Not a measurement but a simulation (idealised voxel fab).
Process module, titled voxel gate over fins
The cross-section shown here is cut; it is 220 nm wide and divided into square cells measuring 5 nm on a side.
Cross-section = grid of square cells, listed top down in bands; band = one or more rows.
For a band, the entry starts with two heights in nm, that of the top and then that of the bottom, and carries on with the band's materials in order from left to right, each alongside its width in nm; the word "full width" beside a single material means it fills the band edge to edge, and "empty" means empty space.
Heads up on the height convention: 0 is the point under which the incoming wafer is all one material, and the lowest band has no bottom, it just keeps going down, like "0 down".
With a width like "30..40", each row of cells in the band differs from the next by the same amount, the top row carrying the first number and the bottom row the second.
"remains unaltered", as given for a step, is the statement that not any cell of the cross-section underwent a change during that step.
"Entrapped voids" lists enclosed empty spaces (at least 8 cells, no open path upward to the top), each as width x height at distance from the left edge, in nm.
The remark found on a step's line after its settings is issued by the simulator itself and pertains to that step.
Among the settings permitted on a step's line is "overlay nm"; applied to a step with a mask, it specifies the extent to which the mask lay to the right of its planned position, whereas a negative figure signifies a position to the left.
List of planned process steps:
1. RECEIVE: material Si
2. CONFORMAL_DEP: material SiN, thk nm 10
3. PATTERN: tone cover, mask id FINS, material resist, width nm 15, pitch nm 55, thk nm 15, overlay nm 0
4. DIRECTIONAL_ETCH: etch materials SiN, depth nm 10
5. DIRECTIONAL_ETCH: etch materials Si, depth nm 30
6. STRIP: etch materials resist
7. FILL_DEP: material SiO2, thk nm 5
8. CMP: height nm 10
9. PATTERN: tone open, mask id RAIL, material resist, width nm 15, thk nm 20, overlay nm 0
10. DIRECTIONAL_ETCH: etch materials SiO2, depth nm 35
11. STRIP: etch materials resist
12. CONFORMAL_DEP: material TiN, thk nm 5
13. FILL_DEP: material W, thk nm 5
14. CMP: height nm 10
15. SELECTIVE_ETCH: etch materials W Ru TiN, depth nm 30
16. FILL_DEP: material SiO2, thk nm 5
17. CMP: height nm 10
18. SELECTIVE_ETCH: etch materials SiO2, depth nm 20
19. STRIP: etch materials SiN
20. CONFORMAL_DEP: material HfO2, thk nm 5
21. CONFORMAL_DEP: material TiN, thk nm 5
22. FILL_DEP: material W, thk nm 15
23. CMP: height nm 20
24. CONFORMAL_DEP: material SiCN, thk nm 10
All wafers enter the flow in the same state. The width nm at step 9 differs from wafer to wafer, and the plan gives the value for the first wafer.
The first of several wafers as received, shown in cross-section; this is its state after step 1:
* 0 down: Si full width
* Entrapped voids: none
What follows is a table in which each wafer occupies a row; for the wafer as it stands at the close of the module, the row states, material by material, how many cells have been gained (+) or lost (-) since receipt, and then gives its closed voids:
width nm 15, +56 HfO2, -210 Si, +88 SiCN, +137 SiO2, +59 TiN, +134 W, Entrapped voids: none
width nm 20, +56 HfO2, -210 Si, +88 SiCN, +136 SiO2, +60 TiN, +134 W, Entrapped voids: none
width nm 25, +56 HfO2, -210 Si, +88 SiCN, +135 SiO2, +61 TiN, +134 W, Entrapped voids: none
width nm 30, +56 HfO2, -210 Si, +88 SiCN, +134 SiO2, +62 TiN, +134 W, Entrapped voids: none
